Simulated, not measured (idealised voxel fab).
Process module under the name voxel fin reveal
Shown is cross-section cut, with a width of 295 nm and square cells of size 5 nm.
Bands, listed from the top down, are how a cross-section gets written in this document; the cross-section itself is a grid of square cells, and a band is one or more rows of them. For a band, the entry starts with two heights in nm, that of the top and then that of the bottom, and carries on with the band's materials in order from left to right, each alongside its width in nm; the word "all across" beside a single material means it fills the band edge to edge, and "air" means empty space. Basically, 0 is our baseline, since under it the wafer straight out of the box is all one material. The bottom band has no lower end and keeps on going down, so it looks like "0 and below". The two numbers in a width such as "30->40" mark its ends across the band: the first belongs to the top row of cells, the second to the bottom row, and from each row to the next the width moves by the same amount. The designation "no alterations made", where it is given for a processing step, indicates that no cell of the cross-section was altered in the course of that step. "Closed void table" means: voids of 8 cells or more that are shut off from the top with no open way through. Written width x height at distance, distance from the left edge, in nm. Post-settings text on a step line: simulator's own remark regarding the step. "overlay nm" denotes, for a step that has a mask, the displacement of the mask to the right of its planned place, with negative values corresponding to the left.
Steps planned for the process
step 1: RECEIVE,material Si
step 2: CONFORMAL_DEP,material SiN,thk nm 5
step 3: PATTERN,tone cover,mask id FINS,material resist,width nm 15,pitch nm 40,thk nm 15,overlay nm 0
step 4: DIRECTIONAL_ETCH,etch materials SiN,depth nm 5
step 5: DIRECTIONAL_ETCH,etch materials Si,depth nm 40
step 6: STRIP,etch materials resist
step 7: FILL_DEP,material SiO2,thk nm 5
step 8: CMP,height nm 5
step 9: SELECTIVE_ETCH,etch materials SiO2,depth nm 30
step 10: STRIP,etch materials SiN
step 11: CONFORMAL_DEP,material SiO2,thk nm 5
First wafer, two in total, run as planned
Wafer cross-section on receipt, i.e. after step 1
	0 and below = Si all across
	Closed void table: none
Cross-section of the wafer subsequent to step 2
	5 down to 0 = SiN all across
	Below 0, no change.
Cross-section of the wafer subsequent to step 3
	20 down to 5 = 80 of air | 15 of resist | 25 of air | 15 of resist | 25 of air | 15 of resist | 25 of air | 15 of resist | 80 of air
	Below 5, no change.
Cross-section of the wafer subsequent to step 4
	20 down to 5 = 80 of air | 15 of resist | 25 of air | 15 of resist | 25 of air | 15 of resist | 25 of air | 15 of resist | 80 of air
	5 down to 0 = 80 of air | 15 of SiN | 25 of air | 15 of SiN | 25 of air | 15 of SiN | 25 of air | 15 of SiN | 80 of air
	Below 0, no change.
Cross-section of the wafer subsequent to step 5
	20 down to 5 = 80 of air | 15 of resist | 25 of air | 15 of resist | 25 of air | 15 of resist | 25 of air | 15 of resist | 80 of air
	5 down to 0 = 80 of air | 15 of SiN | 25 of air | 15 of SiN | 25 of air | 15 of SiN | 25 of air | 15 of SiN | 80 of air
	0 down to -40 = 80 of air | 15 of Si | 25 of air | 15 of Si | 25 of air | 15 of Si | 25 of air | 15 of Si | 80 of air
	Below -40, no change.
Cross-section of the wafer subsequent to step 6
	5 down to 0 = 80 of air | 15 of SiN | 25 of air | 15 of SiN | 25 of air | 15 of SiN | 25 of air | 15 of SiN | 80 of air
	Below 0, no change.
Cross-section of the wafer subsequent to step 7
	10 down to 5 = SiO2 all across
	5 down to 0 = 80 of SiO2 | 15 of SiN | 25 of SiO2 | 15 of SiN | 25 of SiO2 | 15 of SiN | 25 of SiO2 | 15 of SiN | 80 of SiO2
	0 down to -40 = 80 of SiO2 | 15 of Si | 25 of SiO2 | 15 of Si | 25 of SiO2 | 15 of Si | 25 of SiO2 | 15 of Si | 80 of SiO2
	Below -40, no change.
Cross-section of the wafer subsequent to step 8
	5 down to 0 = 80 of SiO2 | 15 of SiN | 25 of SiO2 | 15 of SiN | 25 of SiO2 | 15 of SiN | 25 of SiO2 | 15 of SiN | 80 of SiO2
	Below 0, no change.
Cross-section of the wafer subsequent to step 9
	5 down to 0 = 80 of air | 15 of SiN | 25 of air | 15 of SiN | 25 of air | 15 of SiN | 25 of air | 15 of SiN | 80 of air
	0 down to -25 = 80 of air | 15 of Si | 25 of air | 15 of Si | 25 of air | 15 of Si | 25 of air | 15 of Si | 80 of air
	Below -25, no change.
Cross-section of the wafer subsequent to step 10
	0 down to -25 = 80 of air | 15 of Si | 25 of air | 15 of Si | 25 of air | 15 of Si | 25 of air | 15 of Si | 80 of air
	Below -25, no change.
Cross-section of the wafer subsequent to step 11
	5 down to 0 = 75 of air | 25 of SiO2 | 15 of air | 25 of SiO2 | 15 of air | 25 of SiO2 | 15 of air | 25 of SiO2 | 75 of air
	0 down to -20 = 75 of air | 5 of SiO2 | 15 of Si | 5 of SiO2 | 15 of air | 5 of SiO2 | 15 of Si | 5 of SiO2 | 15 of air | 5 of SiO2 | 15 of Si | 5 of SiO2 | 15 of air | 5 of SiO2 | 15 of Si | 5 of SiO2 | 75 of air
	-20 down to -40 = 80 of SiO2 | 15 of Si | 25 of SiO2 | 15 of Si | 25 of SiO2 | 15 of Si | 25 of SiO2 | 15 of Si | 80 of SiO2
	Below -40, no change.
Wafer two: like wafer one in start and plan, but with one mistake in execution; identical up to and including step 2
Cross-section of the second wafer corresponding to the planned conclusion of step 3
	20 down to 5 = 80 of resist | 15 of air | 25 of resist | 15 of air | 25 of resist | 15 of air | 25 of resist | 15 of air | 80 of resist
	Below 5, no change.
Cross-section of the second wafer corresponding to the planned conclusion of step 4
	20 down to 5 = 80 of resist | 15 of air | 25 of resist | 15 of air | 25 of resist | 15 of air | 25 of resist | 15 of air | 80 of resist
	5 down to 0 = 80 of SiN | 15 of air | 25 of SiN | 15 of air | 25 of SiN | 15 of air | 25 of SiN | 15 of air | 80 of SiN
	Below 0, no change.
Cross-section of the second wafer corresponding to the planned conclusion of step 5
	20 down to 5 = 80 of resist | 15 of air | 25 of resist | 15 of air | 25 of resist | 15 of air | 25 of resist | 15 of air | 80 of resist
	5 down to 0 = 80 of SiN | 15 of air | 25 of SiN | 15 of air | 25 of SiN | 15 of air | 25 of SiN | 15 of air | 80 of SiN
	0 down to -40 = 80 of Si | 15 of air | 25 of Si | 15 of air | 25 of Si | 15 of air | 25 of Si | 15 of air | 80 of Si
	Below -40, no change.
Cross-section of the second wafer corresponding to the planned conclusion of step 6
	5 down to 0 = 80 of SiN | 15 of air | 25 of SiN | 15 of air | 25 of SiN | 15 of air | 25 of SiN | 15 of air | 80 of SiN
	Below 0, no change.
Cross-section of the second wafer corresponding to the planned conclusion of step 7
	10 down to 5 = SiO2 all across
	5 down to 0 = 80 of SiN | 15 of SiO2 | 25 of SiN | 15 of SiO2 | 25 of SiN | 15 of SiO2 | 25 of SiN | 15 of SiO2 | 80 of SiN
	0 down to -40 = 80 of Si | 15 of SiO2 | 25 of Si | 15 of SiO2 | 25 of Si | 15 of SiO2 | 25 of Si | 15 of SiO2 | 80 of Si
	Below -40, no change.
Cross-section of the second wafer corresponding to the planned conclusion of step 8
	5 down to 0 = 80 of SiN | 15 of SiO2 | 25 of SiN | 15 of SiO2 | 25 of SiN | 15 of SiO2 | 25 of SiN | 15 of SiO2 | 80 of SiN
	Below 0, no change.
Cross-section of the second wafer corresponding to the planned conclusion of step 9
	5 down to 0 = 80 of SiN | 15 of air | 25 of SiN | 15 of air | 25 of SiN | 15 of air | 25 of SiN | 15 of air | 80 of SiN
	0 down to -25 = 80 of Si | 15 of air | 25 of Si | 15 of air | 25 of Si | 15 of air | 25 of Si | 15 of air | 80 of Si
	Below -25, no change.
Cross-section of the second wafer corresponding to the planned conclusion of step 10
	0 down to -25 = 80 of Si | 15 of air | 25 of Si | 15 of air | 25 of Si | 15 of air | 25 of Si | 15 of air | 80 of Si
	Below -25, no change.
Cross-section of the second wafer corresponding to the planned conclusion of step 11
	5 down to 0 = 85 of SiO2 | 5 of air | 35 of SiO2 | 5 of air | 35 of SiO2 | 5 of air | 35 of SiO2 | 5 of air | 85 of SiO2
	0 down to -20 = 80 of Si | 5 of SiO2 | 5 of air | 5 of SiO2 | 25 of Si | 5 of SiO2 | 5 of air | 5 of SiO2 | 25 of Si | 5 of SiO2 | 5 of air | 5 of SiO2 | 25 of Si | 5 of SiO2 | 5 of air | 5 of SiO2 | 80 of Si
	-20 down to -40 = 80 of Si | 15 of SiO2 | 25 of Si | 15 of SiO2 | 25 of Si | 15 of SiO2 | 25 of Si | 15 of SiO2 | 80 of Si
	Below -40, no change.
Diagnosis: step 3 went in with a setting other than planned; the actual run was PATTERN,tone open,mask id FINS,material resist,width nm 15,pitch nm 40,thk nm 15,overlay nm 0
At the finish, the second wafer shows more or fewer cells for some materials than the first does: Si +280 | SiO2 -105
